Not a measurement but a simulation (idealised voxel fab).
The document below concerns the process module designated voxel self aligned contacts.
Square cells of 5 nm make up the cross-section cut, whose width is 180 nm.
Notation: cross-section as square-cell grid; stated in bands, top first, going down; one or more cell rows per band.
Per band: top height and bottom height in nm, followed by the left-to-right materials and their widths in nm; "all across" marks a single material spanning edge to edge, "blank" marks empty space.
Below 0: as-received wafer, all one material; heights counted from there. Lowest band: no bottom, goes on down, written "0 nm and below".
Think of "30 to 40" as a width that walks from the first number to the second as you go down the band, top row to bottom row, taking equal-sized steps from row to row.
Reading "all unchanged" for a step: not a cell of the cross-section changed in it.
If an empty space has no open way to the top and is at least 8 cells in size, "Fully closed voids" lists it, written width x height at distance, where distance is measured from the left edge and every value is in nm.
Step line, after settings: the simulator's comment on this step.
"overlay nm", when on a step's line for a step with a mask, measures how far to the right of its planned place the mask lay; a negative measure means to the left.

Process steps - plan:
- 1: op RECEIVE | material Si
- 2: op OXIDIZE | depth nm 5
- 3: op DIRECTIONAL_DEP | material polySi | thk nm 30
- 4: op DIRECTIONAL_DEP | material SiN | thk nm 20
- 5: op MASKED_ETCH | tone cover | mask id GATE | width nm 25 | pitch nm 55 | etch materials SiN | depth nm 20 | overlay nm 0
- 6: op MASKED_ETCH | tone cover | mask id GATE | width nm 25 | pitch nm 55 | etch materials polySi | depth nm 30 | overlay nm 0
- 7: op CONFORMAL_DEP | material SiN | thk nm 5
- 8: op DIRECTIONAL_ETCH | etch materials SiN | depth nm 5
- 9: op FILL_DEP | material SiO2 | thk nm 20
- 10: op CMP | height nm 60
- 11: op MASKED_ETCH | tone open | mask id CONTACT | width nm 40 | pitch nm 55 | etch materials SiO2 | depth nm 65 | overlay nm 0
- 12: op CONFORMAL_DEP | material TiN | thk nm 5
- 13: op FILL_DEP | material Ru | thk nm 5
- 14: op CMP | height nm 60
- 15: op CONFORMAL_DEP | material SiCN | thk nm 5

So this is the incoming wafer in cross-section - it's already been through step 1:
* 0 nm and below | Si all across
* Fully closed voids: none

Cross-sectional image of the first of two wafers at the end of the module, the run having proceeded as planned:
* 65 nm to 60 nm | SiCN all across
* 60 nm to 50 nm | SiO2 (40)  TiN (5 to 15)  Ru (30 to 10)  TiN (5 to 15)  SiO2 (15)  TiN (5 to 15)  Ru (30 to 10)  TiN (5 to 15)  SiO2 (45)
* 50 nm to 30 nm | SiO2 (15)  SiN (35)  TiN (5)  Ru (10)  TiN (5)  SiN (35)  TiN (5)  Ru (10)  TiN (5)  SiN (35)  SiO2 (20)
* 30 nm to 0 nm | SiO2 (15)  SiN (5)  polySi (25)  SiN (5)  TiN (5)  Ru (10)  TiN (5)  SiN (5)  polySi (25)  SiN (5)  TiN (5)  Ru (10)  TiN (5)  SiN (5)  polySi (25)  SiN (5)  SiO2 (20)
* 0 nm to -5 nm | SiO2 (50)  TiN (20)  SiO2 (35)  TiN (20)  SiO2 (55)
* -5 nm and below | Si all across
* Fully closed voids: none

End-of-module cross-section of the second wafer: identical starting point and process plan to the first, with one processing mistake:
* 65 nm to 60 nm | SiCN all across
* 60 nm to 50 nm | SiO2 (40)  TiN (5 to 10)  Ru (30 to 10)  TiN (5 to 20)  SiO2 (15)  TiN (5 to 10)  Ru (30 to 10)  TiN (5 to 20)  SiO2 (45)
* 50 nm to 35 nm | SiO2 (10)  SiN (35)  TiN (5)  Ru (10)  TiN (5)  SiN (35)  TiN (5)  Ru (10)  TiN (5)  SiN (35)  SiO2 (25)
* 35 nm to 30 nm | SiO2 (10)  SiN (35)  TiN (10)  Ru (5)  TiN (5)  SiN (35)  TiN (10)  Ru (5)  TiN (5)  SiN (35)  SiO2 (25)
* 30 nm to 0 nm | SiO2 (10)  SiN (5)  polySi (30)  SiN (5)  TiN (5)  Ru (5)  TiN (5)  SiN (5)  polySi (30)  SiN (5)  TiN (5)  Ru (5)  TiN (5)  SiN (5)  polySi (30)  SiN (5)  SiO2 (20)
* 0 nm to -5 nm | SiO2 (50)  TiN (15)  SiO2 (40)  TiN (15)  SiO2 (60)
* -5 nm and below | Si all across
* Fully closed voids: none
Plan not followed: step 5 ran with different settings than intended, the actual operation and settings being op MASKED_ETCH | tone cover | mask id GATE | width nm 25 | pitch nm 55 | etch materials SiN | depth nm 20 | overlay nm -5
Final cells, second wafer relative to first, materials higher or lower: 14 fewer of Ru; 4 fewer of SiO2; 18 more of polySi
